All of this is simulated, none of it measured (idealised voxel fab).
process module | voxel self aligned contacts
Section shown: cut. Width: 235 nm. Cell size: 5 nm, square.
If you're reading a cross-section in this doc, picture square cells in a grid; it comes to you as bands, top ones listed first down to the bottom, and a band can be one or more rows of cells. Top, bottom (nm), then materials left to right with widths (nm); lone material tagged "throughout" fills the whole band edge to edge; "blank" = empty space. Basically, 0 is our baseline, since under it the wafer straight out of the box is all one material. The bottom band has no lower end and keeps on going down, so it looks like "0 nm and below". Per-row width for "30..40": begins at first number (top row of band), ends at second number (bottom row), increment between rows held constant. When a step is marked "nothing different", none of the cells in the cross-section changed during that step. Empty spaces without an open route to the top, at least 8 cells in extent, make up the entry "Entrapped voids"; each is given as width x height at distance, where the distance is measured from the left edge, and all are in nm. On a step's line, text after the settings is the simulator commenting on that step. Each step line may optionally specify "overlay nm", which for a step with a mask gives the rightward distance between the mask's planned place and where it lay, a negative value indicating the leftward direction.

## Below is the list of planned process steps
step 1: RECEIVE [material Si]
step 2: OXIDIZE [depth nm 5]
step 3: DIRECTIONAL_DEP [material polySi] [thk nm 25]
step 4: DIRECTIONAL_DEP [material SiN] [thk nm 15]
step 5: PATTERN [tone cover] [mask id GATE] [material resist] [width nm 30] [pitch nm 65] [thk nm 15] [overlay nm 0]
step 6: DIRECTIONAL_ETCH [etch materials SiN] [depth nm 15]
step 7: DIRECTIONAL_ETCH [etch materials polySi] [depth nm 25]
step 8: STRIP [etch materials resist]
step 9: CONFORMAL_DEP [material SiN] [thk nm 5]
step 10: DIRECTIONAL_ETCH [etch materials SiN] [depth nm 5]
step 11: FILL_DEP [material SiO2] [thk nm 15]
step 12: CMP [height nm 45]
step 13: DIRECTIONAL_DEP [material aC] [thk nm 15]
step 14: PATTERN [tone open] [mask id CONTACT] [material resist] [width nm 45] [pitch nm 65] [thk nm 30] [overlay nm 0]
step 15: DIRECTIONAL_ETCH [etch materials aC] [depth nm 15]
step 16: STRIP [etch materials resist]
step 17: DIRECTIONAL_ETCH [etch materials SiO2] [depth nm 50]
step 18: STRIP [etch materials aC]
step 19: CONFORMAL_DEP [material TiN] [thk nm 5]
step 20: FILL_DEP [material Ru] [thk nm 10]
step 21: CMP [height nm 45]
step 22: CONFORMAL_DEP [material SiCN] [thk nm 5]

## The cross-section here shows the wafer as received, i.e. in its state after step 1
	0 nm and below  Si throughout
	Entrapped voids: none

## End-of-module XS, first of two wafers, run as planned
	50 nm to 45 nm  SiCN throughout
	45 nm to 40 nm  60 of SiO2, 15 of TiN, 15 of Ru, 15 of TiN, 20 of SiO2, 15 of TiN, 15 of Ru, 15 of TiN, 65 of SiO2
	40 nm to 25 nm  30 of SiO2, 40 of SiN, 5 of TiN, 15 of Ru, 5 of TiN, 40 of SiN, 5 of TiN, 15 of Ru, 5 of TiN, 40 of SiN, 35 of SiO2
	25 nm to 0 nm  30 of SiO2, 5 of SiN, 30 of polySi, 5 of SiN, 5 of TiN, 15 of Ru, 5 of TiN, 5 of SiN, 30 of polySi, 5 of SiN, 5 of TiN, 15 of Ru, 5 of TiN, 5 of SiN, 30 of polySi, 5 of SiN, 35 of SiO2
	0 nm to -5 nm  70 of SiO2, 25 of TiN, 40 of SiO2, 25 of TiN, 75 of SiO2
	-5 nm and below  Si throughout
	Entrapped voids: none

## Cross-section of the latter of the two wafers at module completion. It had an identical start and an identical plan to the former; in running it, one mistake was made
	50 nm to 45 nm  SiCN throughout
	45 nm to 40 nm  60 of SiO2, 15 of TiN, 15 of Ru, 15 of TiN, 20 of SiO2, 15 of TiN, 15 of Ru, 15 of TiN, 65 of SiO2
	40 nm to 20 nm  30 of SiO2, 5 of SiN, 30 of polySi, 5 of SiN, 5 of TiN, 15 of Ru, 5 of TiN, 5 of SiN, 30 of polySi, 5 of SiN, 5 of TiN, 15 of Ru, 5 of TiN, 5 of SiN, 30 of polySi, 5 of SiN, 35 of SiO2
	20 nm to 15 nm  30 of SiO2, 5 of SiN, 30 of polySi, 5 of SiN, 25 of TiN, 5 of SiN, 30 of polySi, 5 of SiN, 25 of TiN, 5 of SiN, 30 of polySi, 5 of SiN, 35 of SiO2
	15 nm to 0 nm  SiN throughout
	0 nm to -5 nm  SiO2 throughout
	-5 nm and below  Si throughout
	Entrapped voids: none
Heads up, the wafer didn't run the way we planned it: step 3 ran in the slot meant for step 4, and vice versa
Final comparison by cell count, materials where the second wafer has more or fewer than the first: Ru: 24 fewer, SiN: 69 more, SiO2: 29 fewer, TiN: 16 fewer
